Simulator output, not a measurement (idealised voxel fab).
You're looking at the process module voxel self aligned vias.
In the cross-section labelled cut, the width is 285 nm and each square cell is 5 nm.
We lay out every cross-section as a grid of square cells and spell it out in bands from the top down, where one band means one or more rows of cells.
Band: top and bottom heights (nm) first, top before bottom; then materials from left to right, widths in nm. "throughout" marks a sole material filling the band edge to edge. "empty" denotes empty space.
Heights are reckoned from 0. Under this level, the received wafer is all of one material. The bottommost band is open-ended downward, for example "0 -> down".
Note: "30 to 40" means the width goes from the first number (top row of the band) to the second number (bottom row) in equal steps per row of cells.
A step reported as "stayed the same" is a step in which no cell of the cross-section changed.
Closed-off voids of 8+ cells (no open route to the top) go in "Trapped cavities", written width x height at distance from the left edge, in nm.
On a step's line, text after the settings is the simulator commenting on that step.
"overlay nm" on a masked step: distance the mask lay right of its planned place, negative for left.
Process steps (planned):
1: RECEIVE, material Si
2: CONFORMAL_DEP, material SiO2, thk nm 10
3: CONFORMAL_DEP, material SiCN, thk nm 5
4: DIRECTIONAL_DEP, material lowk, thk nm 20
5: MASKED_ETCH, tone open, mask id LINES, width nm 25, pitch nm 55, etch materials lowk, depth nm 20, overlay nm -15
6: CONFORMAL_DEP, material TiN, thk nm 5
7: FILL_DEP, material Ru, thk nm 10
8: CMP, height nm 35
9: SELECTIVE_ETCH, etch materials W Ru TiN, depth nm 5
10: FILL_DEP, material SiN, thk nm 10
11: CMP, height nm 35
12: DIRECTIONAL_DEP, material lowk, thk nm 20
13: PATTERN, tone open, mask id VIAS, material resist, width nm 35, pitch nm 110, thk nm 20, overlay nm 0
14: DIRECTIONAL_ETCH, etch materials lowk, depth nm 20
15: DIRECTIONAL_ETCH, etch materials SiN, depth nm 5
16: STRIP, etch materials resist
17: CONFORMAL_DEP, material TiN, thk nm 5
18: FILL_DEP, material W, thk nm 5
19: CMP, height nm 55
20: CONFORMAL_DEP, material SiN, thk nm 5
Wafers differ in overlay nm at step 5; plan lists the first wafer's value; identical starting state.
Received condition of the first of several wafers, sectioned: post-step 1:
	0 -> down = Si throughout
	Trapped cavities: none
Heads up, this table goes wafer by wafer. A row tells you, at the end of the module, how many cells of each material that wafer has put on (+) or dropped (-) since it was received, and then its closed voids:
overlay nm -15 | +18 Ru | +57 SiCN | +66 SiN | +114 SiO2 | +57 TiN | +32 W | +340 lowk | Trapped cavities: none
overlay nm -10 | +18 Ru | +57 SiCN | +64 SiN | +114 SiO2 | +57 TiN | +34 W | +340 lowk | Trapped cavities: none
overlay nm -5 | +18 Ru | +57 SiCN | +62 SiN | +114 SiO2 | +57 TiN | +36 W | +340 lowk | Trapped cavities: none
overlay nm 0 | +18 Ru | +57 SiCN | +62 SiN | +114 SiO2 | +57 TiN | +36 W | +340 lowk | Trapped cavities: none
overlay nm 5 | +18 Ru | +57 SiCN | +62 SiN | +114 SiO2 | +57 TiN | +36 W | +340 lowk | Trapped cavities: none
overlay nm 10 | +18 Ru | +57 SiCN | +64 SiN | +114 SiO2 | +57 TiN | +34 W | +340 lowk | Trapped cavities: none
overlay nm 15 | +18 Ru | +57 SiCN | +66 SiN | +114 SiO2 | +57 TiN | +32 W | +340 lowk | Trapped cavities: none
